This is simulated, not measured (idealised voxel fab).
Herein follows the process module entitled voxel fin reveal.
Xsec cut, 180 nm wide, square cell size 5 nm.
Notation: cross-section as square-cell grid; stated in bands, top first, going down; one or more cell rows per band. Top height, bottom height, nm. Materials left to right, width each, nm. Single material + "throughout" = fills band edge to edge. "empty" = empty. All heights in this document are referenced to 0, defined as the level beneath which the wafer, as received, consists entirely of one material. The lowest band is not bounded below; it extends indefinitely downward and is written in the form "0 nm and below". The width entry "30 to 40" should be interpreted row by row: the top row of cells in the band takes the first number, the bottom row takes the second number, and the change between adjacent rows is uniform throughout. "everything unchanged", as given for a step, is the statement that not any cell of the cross-section underwent a change during that step. "Entrapped void list" enumerates empty spaces isolated from the top, with no open way to it, that contain at least 8 cells, giving each as width x height at distance from the left edge, all three in nm. Whatever follows a step's settings on its line is a remark the simulator itself makes about that step. The setting "overlay nm" may be written on the line of a step. When the step uses a mask, the value reports how far to the right of the planned place the mask lay, and a negative value reports that it lay to the left.
This section lists the process steps that were planned:
1. RECEIVE, material Si
2. CONFORMAL_DEP, material SiN, thk nm 10
3. DIRECTIONAL_DEP, material aC, thk nm 10
4. PATTERN, tone cover, mask id FINS, material resist, width nm 15, pitch nm 45, thk nm 25, overlay nm 0
5. DIRECTIONAL_ETCH, etch materials aC, depth nm 10
6. STRIP, etch materials resist
7. DIRECTIONAL_ETCH, etch materials SiN, depth nm 10
8. DIRECTIONAL_ETCH, etch materials Si, depth nm 30
9. STRIP, etch materials aC
10. FILL_DEP, material SiO2, thk nm 10
11. CMP, height nm 10
12. SELECTIVE_ETCH, etch materials SiO2, depth nm 30
13. STRIP, etch materials SiN
14. CONFORMAL_DEP, material HfO2, thk nm 5
Cross-section: wafer on arrival = after step 1:
    0 nm and below: Si throughout
    Entrapped void list: none
Cross-sectional result after module completion. Note: starting condition and plan are unchanged from above; one processing mistake was made:
    0 nm to -20 nm: 60 of empty / 15 of Si / 30 of empty / 15 of Si / 60 of empty
    -20 nm to -30 nm: 60 of SiO2 / 15 of Si / 30 of SiO2 / 15 of Si / 60 of SiO2
    -30 nm and below: Si throughout
    Entrapped void list: none
Run error: step 14 of the plan was omitted and not executed
